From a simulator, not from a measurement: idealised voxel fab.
Process module, titled voxel released beams
For reference, the cross-section in this document is cut, with width 220 nm and square cells of 5 nm.
If you're reading a cross-section in this doc, picture square cells in a grid; it comes to you as bands, top ones listed first down to the bottom, and a band can be one or more rows of cells. Band: top height; bottom height; in nm. Then, left to right: material with width in nm, for each material. "full width": a single material spanning edge to edge. "blank": empty space. Counting heights begins at 0, where everything beneath is, in the wafer as received, one material. The lowest band has no bottom; it goes on downwards, as "from 0 down" shows. Width "30..40": first value at the band's top row of cells, second value at its bottom row, equal change from row to row. A step reported as "no modification" is a step in which no cell of the cross-section changed. In "Sealed void list" the enclosed voids are listed, meaning empty spaces of 8 cells or larger without any opening to the top. The form is width x height at distance, distance from the left edge, units nm. That trailing text on a step's line, after the settings, is the simulator's own remark on the step. overlay nm: where the mask lay relative to plan, measured to the right, on steps with a mask; negatives go left.
-- Set out below are the planned steps of the process
1,RECEIVE [material Si]
2,CONFORMAL_DEP [material SiN] [thk nm 5]
3,DIRECTIONAL_DEP [material SiO2] [thk nm 15]
4,DIRECTIONAL_DEP [material aC] [thk nm 15]
5,PATTERN [tone open] [mask id ANCHOR] [material resist] [width nm 30] [thk nm 30] [overlay nm 0]
6,DIRECTIONAL_ETCH [etch materials aC] [depth nm 15]
7,STRIP [etch materials resist]
8,DIRECTIONAL_ETCH [etch materials SiO2] [depth nm 15]
9,STRIP [etch materials aC]
10,CONFORMAL_DEP [material W] [thk nm 10]
11,DIRECTIONAL_DEP [material aC] [thk nm 10]
12,PATTERN [tone cover] [mask id BEAM] [material resist] [width nm 105] [thk nm 25] [overlay nm 0]
13,DIRECTIONAL_ETCH [etch materials aC] [depth nm 10]
14,STRIP [etch materials resist]
15,DIRECTIONAL_ETCH [etch materials W] [depth nm 10]
16,STRIP [etch materials aC]
17,STRIP [etch materials SiO2]
-- The cross-section here shows the wafer as received, i.e. in its state after step 1
> from 0 down: Si full width
> Sealed void list: none
-- One mistake in running the module, otherwise start and plan as above: cross-section at the end
> from 30 to 20: 55 nm blank  10 nm W  20 nm blank  75 nm W  60 nm blank
> from 20 to 15: 55 nm blank  10 nm W  20 nm blank  10 nm W  125 nm blank
> from 15 to 5: 55 nm blank  40 nm W  125 nm blank
> from 5 to 0: SiN full width
> from 0 down: Si full width
> Sealed void list: none
Error vs. plan: step 5 was processed under conditions differing from the plan, specifically as PATTERN [tone open] [mask id ANCHOR] [material resist] [width nm 40] [thk nm 30] [overlay nm 0]
